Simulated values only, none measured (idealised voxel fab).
The following is a process module called voxel wiring stack.
Displayed cross-section: cut, width of 280 nm, square cells sized 5 nm.
Think of the cross-section as a grid of square cells. We describe it in bands, top to bottom, and each band covers one or more rows of those cells.
Within each band entry, the heights of the top and of the bottom of the band appear first, in that order and in nm; the materials of the band then follow from left to right, each with its corresponding width in nm. The designation "throughout" on a single material indicates that it fills the band from edge to edge; the designation "air" indicates empty space.
Heights from 0 (as-received wafer is one material below). Bottom band endless downward, as "top 0, no bottom".
With a width like "30 to 40", each row of cells in the band differs from the next by the same amount, the top row carrying the first number and the bottom row the second.
"remained unchanged" after a step means that no cell of the cross-section changed.
The label "Enclosed internal cavities" introduces a list of the empty spaces, 8 cells or larger, that have no open way up to the top; each entry in it reads width x height at distance, where the distance is taken from the left edge and all three are stated in nm.
It should be noted that, on the line of a given step, the content following the step's settings is a remark produced by the simulator itself with respect to that step.
For masked steps, "overlay nm" on the step line gives how far right of plan the mask actually lay; a minus sign means it lay to the left.

## The steps planned for the process are as follows
1: RECEIVE: material Si
2: CONFORMAL_DEP: material SiO2, thk nm 10
3: DIRECTIONAL_DEP: material TiN, thk nm 5
4: DIRECTIONAL_DEP: material W, thk nm 15
5: PATTERN: tone cover, mask id METAL_1, material resist, width nm 30, pitch nm 55, thk nm 15, overlay nm 0
6: DIRECTIONAL_ETCH: etch materials W, depth nm 15
7: DIRECTIONAL_ETCH: etch materials TiN, depth nm 5
8: STRIP: etch materials resist
9: FILL_DEP: material SiO2, thk nm 10
10: CMP: height nm 30
11: CONFORMAL_DEP: material SiCN, thk nm 5
12: DIRECTIONAL_DEP: material lowk, thk nm 20
13: PATTERN: tone open, mask id PLUG_1, material resist, width nm 15, pitch nm 55, thk nm 15, overlay nm 0
14: DIRECTIONAL_ETCH: etch materials lowk, depth nm 20
15: DIRECTIONAL_ETCH: etch materials SiCN, depth nm 5
16: STRIP: etch materials resist
17: CONFORMAL_DEP: material TiN, thk nm 5
18: FILL_DEP: material Ru, thk nm 5
19: CMP: height nm 55
20: DIRECTIONAL_DEP: material TiN, thk nm 5
21: DIRECTIONAL_DEP: material Ru, thk nm 5
22: PATTERN: tone cover, mask id METAL_2, material resist, width nm 30, pitch nm 55, thk nm 20, overlay nm 0
23: DIRECTIONAL_ETCH: etch materials Ru, depth nm 15
24: DIRECTIONAL_ETCH: etch materials TiN, depth nm 5
25: STRIP: etch materials resist
26: CONFORMAL_DEP: material SiCN, thk nm 5
27: FILL_DEP: material SiO2, thk nm 5
28: CMP: height nm 75
29: CONFORMAL_DEP: material SiN, thk nm 5
Keep in mind the plan's value for the thk nm of step 21 comes from the first wafer; the wafers don't share that setting, but they do share the same starting point.

## Here's the first of the wafers in cross-section, just as we got it, i.e. after step 1
top 0, no bottom = Si throughout
Enclosed internal cavities: none

## Here is the cross-section of the first of several wafers at the end of the module, after its last step, step 29
top 80, bottom 75 = SiN throughout
top 75, bottom 70 = SiO2 throughout
top 70, bottom 65 = SiO2 90, SiCN 40, SiO2 15, SiCN 40, SiO2 95
top 65, bottom 60 = SiO2 90, SiCN 5, Ru 30, SiCN 5, SiO2 15, SiCN 5, Ru 30, SiCN 5, SiO2 95
top 60, bottom 55 = SiCN 95, TiN 30, SiCN 25, TiN 30, SiCN 100
top 55, bottom 35 = lowk 95, TiN 5, Ru 5, TiN 5, lowk 40, TiN 5, Ru 5, TiN 5, lowk 115
top 35, bottom 30 = SiCN 95, TiN 15, SiCN 40, TiN 15, SiCN 115
top 30, bottom 15 = SiO2 95, W 30, SiO2 25, W 30, SiO2 100
top 15, bottom 10 = SiO2 95, TiN 30, SiO2 25, TiN 30, SiO2 100
top 10, bottom 0 = SiO2 throughout
top 0, no bottom = Si throughout
Enclosed internal cavities: none

## Module end, final wafer: cross-section
top 80, bottom 75 = SiN throughout
top 75, bottom 60 = Ru throughout
top 60, bottom 55 = TiN throughout
top 55, bottom 35 = lowk 95, TiN 5, Ru 5, TiN 5, lowk 40, TiN 5, Ru 5, TiN 5, lowk 115
top 35, bottom 30 = SiCN 95, TiN 15, SiCN 40, TiN 15, SiCN 115
top 30, bottom 15 = SiO2 95, W 30, SiO2 25, W 30, SiO2 100
top 15, bottom 10 = SiO2 95, TiN 30, SiO2 25, TiN 30, SiO2 100
top 10, bottom 0 = SiO2 throughout
top 0, no bottom = Si throughout
Enclosed internal cavities: none

## Below is a per-wafer table. In it, each row describes the wafer at the end of the module by giving, for each material, the number of cells gained (+) or lost (-) since the wafer was received, and after that the closed voids of the wafer
thk nm 5 | +20 Ru | +114 SiCN | +56 SiN | +424 SiO2 | +46 TiN | +36 W | +200 lowk | Enclosed internal cavities: none
thk nm 10 | +32 Ru | +118 SiCN | +56 SiN | +408 SiO2 | +46 TiN | +36 W | +200 lowk | Enclosed internal cavities: none
thk nm 15 | +44 Ru | +106 SiCN | +56 SiN | +408 SiO2 | +46 TiN | +36 W | +200 lowk | Enclosed internal cavities: none
thk nm 20 | +88 Ru | +98 SiCN | +56 SiN | +328 SiO2 | +90 TiN | +36 W | +200 lowk | Enclosed internal cavities: none
thk nm 25 | +132 Ru | +94 SiCN | +56 SiN | +288 SiO2 | +90 TiN | +36 W | +200 lowk | Enclosed internal cavities: none
thk nm 30 | +176 Ru | +50 SiCN | +56 SiN | +288 SiO2 | +90 TiN | +36 W | +200 lowk | Enclosed internal cavities: none
